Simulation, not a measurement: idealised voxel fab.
Process module under the name voxel released beams
Each square cell in cross-section cut measures 5 nm, and the section as a whole is 240 nm wide.
We lay out every cross-section as a grid of square cells and spell it out in bands from the top down, where one band means one or more rows of cells.
Band entry format. Leading values: height of top, height of bottom, nm. Remainder: materials in left-to-right order, each with its width in nm. Special words: "throughout" on a single material, which then fills the band edge to edge; "blank", empty space.
Heights are measured from 0, the level below which the as-received wafer is all one material; the lowest band has no bottom and continues downward, written as in "0 -> down".
Read "30->40" as a graded width: first number on top, second number at the bottom, same change between each pair of neighbouring rows.
Given "no alteration" for a step, no cell of the cross-section differs between before and after that step.
Closed empty spaces (no open way to the top) of 8 cells or more are what "Enclosed void listing" lists, each as width x height at distance from the left edge, nm for all three.
Anything after a step's settings on that line? It's the simulator's own note about the step.
Among the settings permitted on a step's line is "overlay nm"; applied to a step with a mask, it specifies the extent to which the mask lay to the right of its planned position, whereas a negative figure signifies a position to the left.
## Process steps (planned)
1) RECEIVE [material Si]
2) CONFORMAL_DEP [material Al2O3] [thk nm 10]
3) DIRECTIONAL_DEP [material SiO2] [thk nm 10]
4) DIRECTIONAL_DEP [material aC] [thk nm 15]
5) PATTERN [tone open] [mask id ANCHOR] [material resist] [width nm 45] [thk nm 35] [overlay nm -15]
6) DIRECTIONAL_ETCH [etch materials aC] [depth nm 15]
7) STRIP [etch materials resist]
8) DIRECTIONAL_ETCH [etch materials SiO2] [depth nm 10]
9) STRIP [etch materials aC]
10) CONFORMAL_DEP [material W] [thk nm 15]
11) DIRECTIONAL_DEP [material aC] [thk nm 15]
12) PATTERN [tone cover] [mask id BEAM] [material resist] [width nm 110] [thk nm 30] [overlay nm 0]
13) DIRECTIONAL_ETCH [etch materials aC] [depth nm 15]
14) STRIP [etch materials resist]
15) DIRECTIONAL_ETCH [etch materials W] [depth nm 15]
16) STRIP [etch materials aC]
17) STRIP [etch materials SiO2]
Be aware that, although all wafers share a common starting state, the overlay nm at step 5 differs among them, and the plan displays the first wafer's value.
## Incoming state of the first of several wafers in cross-section: after step 1
- 0 -> down = Si throughout
- Enclosed void listing: none
## Gained (+) or lost (-) cells of each material since receipt, then closed voids: one row per wafer, at the end of the module
overlay nm -15, +96 Al2O3, +78 W, Enclosed void listing: none
overlay nm -10, +96 Al2O3, +78 W, Enclosed void listing: none
overlay nm -5, +96 Al2O3, +78 W, Enclosed void listing: none
overlay nm 0, +96 Al2O3, +78 W, Enclosed void listing: none
overlay nm 5, +96 Al2O3, +78 W, Enclosed void listing: none
overlay nm 10, +96 Al2O3, +78 W, Enclosed void listing: none
overlay nm 15, +96 Al2O3, +78 W, Enclosed void listing: none
